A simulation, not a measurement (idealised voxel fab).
Presented below is a process module, voxel ribs on slabs.
The cross-section shown here is cut; it is 285 nm wide and divided into square cells measuring 5 nm on a side.
A cross-section is a grid of square cells, given in bands from the top down. A band is one or more rows of cells.
What a band's entry tells you: where the top is and where the bottom is, as heights in nm, and after that what lies inside, material by material from left to right, each with its width in nm. Empty space is written as the word "empty", and a single material marked with the word "all across" occupies the band from edge to edge.
Heights are reckoned from 0. Under this level, the received wafer is all of one material. The bottommost band is open-ended downward, for example "0 nm and below".
The expression "30..40" gives the width at the extremes of the band, the first number at its top row of cells and the second at its bottom row, with the width changing by equal amounts from each row to the next in between.
"nothing altered" -> step changed no cross-section cell.
For the entry "Voids, fully enclosed", the listed items are empty spaces with no open way to the top whose size is 8 cells or more; each item follows the pattern width x height at distance, where distance is from the left edge and all three are in nm.
On each step's line, the part that comes after the settings is the simulator's own comment on the step.
The optional step-line setting "overlay nm" applies to steps with a mask and quantifies how far to the right of its planned location the mask lay, a negative value indicating leftward placement.

# Steps planned for the process
1) RECEIVE: material Si
2) DIRECTIONAL_DEP: material SiO2, thk nm 20
3) DIRECTIONAL_DEP: material polySi, thk nm 25
4) PATTERN: tone cover, mask id RIB, material resist, width nm 30, thk nm 20, overlay nm 0
5) DIRECTIONAL_ETCH: etch materials polySi, depth nm 5
6) STRIP: etch materials resist
7) PATTERN: tone cover, mask id SLAB, material resist, width nm 60, thk nm 15, overlay nm 0
8) DIRECTIONAL_ETCH: etch materials polySi, depth nm 20
9) STRIP: etch materials resist
10) FILL_DEP: material SiO2, thk nm 30
11) CMP: height nm 65
12) DIRECTIONAL_DEP: material W, thk nm 10
13) PATTERN: tone cover, mask id HEATER, material resist, width nm 40, thk nm 15, overlay nm 0
14) DIRECTIONAL_ETCH: etch materials W, depth nm 10
15) STRIP: etch materials resist
16) CONFORMAL_DEP: material SiN, thk nm 5

# As-received wafer cross-section (after step 1)
* 0 nm and below: Si all across
* Voids, fully enclosed: none

# Result of the module, cross-sectioned: start per above, plan per above, one error in how it was run
* 80 nm to 75 nm: empty (115) | SiN (50) | empty (120)
* 75 nm to 70 nm: empty (115) | SiN (5) | W (40) | SiN (5) | empty (120)
* 70 nm to 65 nm: SiN (120) | W (40) | SiN (125)
* 65 nm to 45 nm: SiO2 all across
* 45 nm to 40 nm: SiO2 (120) | polySi (40) | SiO2 (125)
* 40 nm to 20 nm: SiO2 (110) | polySi (60) | SiO2 (115)
* 20 nm to 0 nm: SiO2 all across
* 0 nm and below: Si all across
* Voids, fully enclosed: none
Which mistake was made when the wafer was run? step 4 deviated from plan and actually ran as PATTERN: tone cover, mask id RIB, material resist, width nm 40, thk nm 20, overlay nm 0
